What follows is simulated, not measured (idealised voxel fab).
process module | voxel released beams
cross-section cut | 180 nm wide | cells 5 nm
A cross-section is a grid of square cells, given in bands from the top down. A band is one or more rows of cells.
Each band's line starts with the height of the band's top and of its bottom, in nm. Then come its materials from left to right, each with its width in nm. One material with "throughout" fills the band from edge to edge. "air" is empty space.
Height 0 is the level under which the wafer as received is all one material. The lowest band goes on downwards, as in "0 down".
A width such as "30 to 40" changes by the same amount from each row of cells to the next, from the band's top row to its bottom row.
"no change" after a step means that no cell of the cross-section changed.
closed voids: empty space of 8 cells or more with no open way to the top, each as width x height at its distance from the left edge, in nm
after a step's settings: what the simulator itself notes on the step
overlay nm, on a step with a mask: how far to the right of its planned place the mask lay; to the left if negative
plan
1 op RECEIVE | material Si
2 op CONFORMAL_DEP | material SiN | thk nm 5
3 op DIRECTIONAL_DEP | material SiO2 | thk nm 15
4 op DIRECTIONAL_DEP | material aC | thk nm 15
5 op PATTERN | tone open | mask id ANCHOR | material resist | width nm 25 | thk nm 30 | overlay nm 0
6 op DIRECTIONAL_ETCH | etch materials aC | depth nm 15
7 op STRIP | etch materials resist
8 op DIRECTIONAL_ETCH | etch materials SiO2 | depth nm 15
9 op STRIP | etch materials aC
10 op CONFORMAL_DEP | material polySi | thk nm 10
11 op DIRECTIONAL_DEP | material aC | thk nm 15
12 op PATTERN | tone cover | mask id BEAM | material resist | width nm 110 | thk nm 30 | overlay nm 0
13 op DIRECTIONAL_ETCH | etch materials aC | depth nm 15
14 op STRIP | etch materials resist
15 op DIRECTIONAL_ETCH | etch materials polySi | depth nm 10
16 op STRIP | etch materials aC
17 op STRIP | etch materials SiO2
as received, after step 1
  0 down: Si throughout
  closed voids: none
first wafer at the end, as planned
  30 to 20: air 30 | polySi 15 | air 5 | polySi 90 | air 40
  20 to 15: air 35 | polySi 10 | air 5 | polySi 10 | air 120
  15 to 5: air 35 | polySi 25 | air 120
  5 to 0: SiN throughout
  0 down: Si throughout
  closed voids: none
second wafer at the end: like start, like plan, one mistake
  30 to 20: air 30 | polySi 110 | air 40
  20 to 5: air 40 | polySi 15 | air 125
  5 to 0: SiN throughout
  0 down: Si throughout
  closed voids: none
what went wrong: step 5 ran as: op PATTERN | tone open | mask id ANCHOR | material resist | width nm 15 | thk nm 30 | overlay nm 0
at the end the second wafer has, in cells: 3 fewer of polySi
